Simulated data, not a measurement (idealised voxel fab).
The following is a process module called voxel gate over fins.
Cross-section cut: width 255 nm, square cells of 5 nm.
Cross-section format: a grid of square cells, given as bands from top to bottom; each band is one or more rows of cells. For a band, the entry starts with two heights in nm, that of the top and then that of the bottom, and carries on with the band's materials in order from left to right, each alongside its width in nm; the word "edge to edge" beside a single material means it fills the band edge to edge, and "empty" means empty space. Note: height 0 marks the level under which the wafer is uniformly one material as received. Lowest band unbounded below, written "0 -> down". The width entry "30 to 40" should be interpreted row by row: the top row of cells in the band takes the first number, the bottom row takes the second number, and the change between adjacent rows is uniform throughout. Step marked "stayed the same"? Then no cell in the cross-section changed in it. Enclosed voids (no open way to top), threshold 8 cells or more, entry "Enclosed void catalog", notation width x height at distance, distance from left edge, nm. Text after the settings on a step's line: the simulator's own remark on that step. "overlay nm", when on a step's line for a step with a mask, measures how far to the right of its planned place the mask lay; a negative measure means to the left.

Process steps - plan:
1) RECEIVE | material Si
2) CONFORMAL_DEP | material SiN | thk nm 10
3) DIRECTIONAL_DEP | material aC | thk nm 10
4) PATTERN | tone cover | mask id FINS | material resist | width nm 15 | pitch nm 45 | thk nm 25 | overlay nm 0
5) DIRECTIONAL_ETCH | etch materials aC | depth nm 10
6) STRIP | etch materials resist
7) DIRECTIONAL_ETCH | etch materials SiN | depth nm 10
8) DIRECTIONAL_ETCH | etch materials Si | depth nm 40
9) STRIP | etch materials aC
10) FILL_DEP | material SiO2 | thk nm 5
11) CMP | height nm 10
12) SELECTIVE_ETCH | etch materials SiO2 | depth nm 25
13) STRIP | etch materials SiN
14) CONFORMAL_DEP | material HfO2 | thk nm 5
15) CONFORMAL_DEP | material TiN | thk nm 5
16) FILL_DEP | material W | thk nm 15
17) CMP | height nm 20
18) CONFORMAL_DEP | material SiN | thk nm 5

Received-state cross-section, reflecting completion of step 1:
  0 -> down = Si edge to edge
  Enclosed void catalog: none

Post-module cross-section of the first of two wafers (run per plan):
  25 -> 20 = SiN edge to edge
  20 -> 10 = W edge to edge
  10 -> 5 = W (65)  TiN (35)  W (10)  TiN (35)  W (10)  TiN (35)  W (65)
  5 -> 0 = W (65)  TiN (5)  HfO2 (25)  TiN (5)  W (10)  TiN (5)  HfO2 (25)  TiN (5)  W (10)  TiN (5)  HfO2 (25)  TiN (5)  W (65)
  0 -> -5 = W (65)  TiN (5)  HfO2 (5)  Si (15)  HfO2 (5)  TiN (5)  W (10)  TiN (5)  HfO2 (5)  Si (15)  HfO2 (5)  TiN (5)  W (10)  TiN (5)  HfO2 (5)  Si (15)  HfO2 (5)  TiN (5)  W (65)
  -5 -> -10 = TiN (70)  HfO2 (5)  Si (15)  HfO2 (5)  TiN (20)  HfO2 (5)  Si (15)  HfO2 (5)  TiN (20)  HfO2 (5)  Si (15)  HfO2 (5)  TiN (70)
  -10 -> -15 = HfO2 (75)  Si (15)  HfO2 (30)  Si (15)  HfO2 (30)  Si (15)  HfO2 (75)
  -15 -> -40 = SiO2 (75)  Si (15)  SiO2 (30)  Si (15)  SiO2 (30)  Si (15)  SiO2 (75)
  -40 -> down = Si edge to edge
  Enclosed void catalog: none

Wafer two, end of module, cross-section. Same start, same plan as wafer one. One mistake in the run:
  25 -> 20 = SiN edge to edge
  20 -> 15 = TiN edge to edge
  15 -> 10 = HfO2 edge to edge
  10 -> 0 = W edge to edge
  0 -> down = Si edge to edge
  Enclosed void catalog: none
Diagnosis: step 2 off recipe, ran as CONFORMAL_DEP | material W | thk nm 10
End of process, cell counts, second wafer against first, materials with more or fewer: 18 fewer of HfO2; 336 more of Si; 210 fewer of SiO2; 18 fewer of TiN; 90 fewer of W
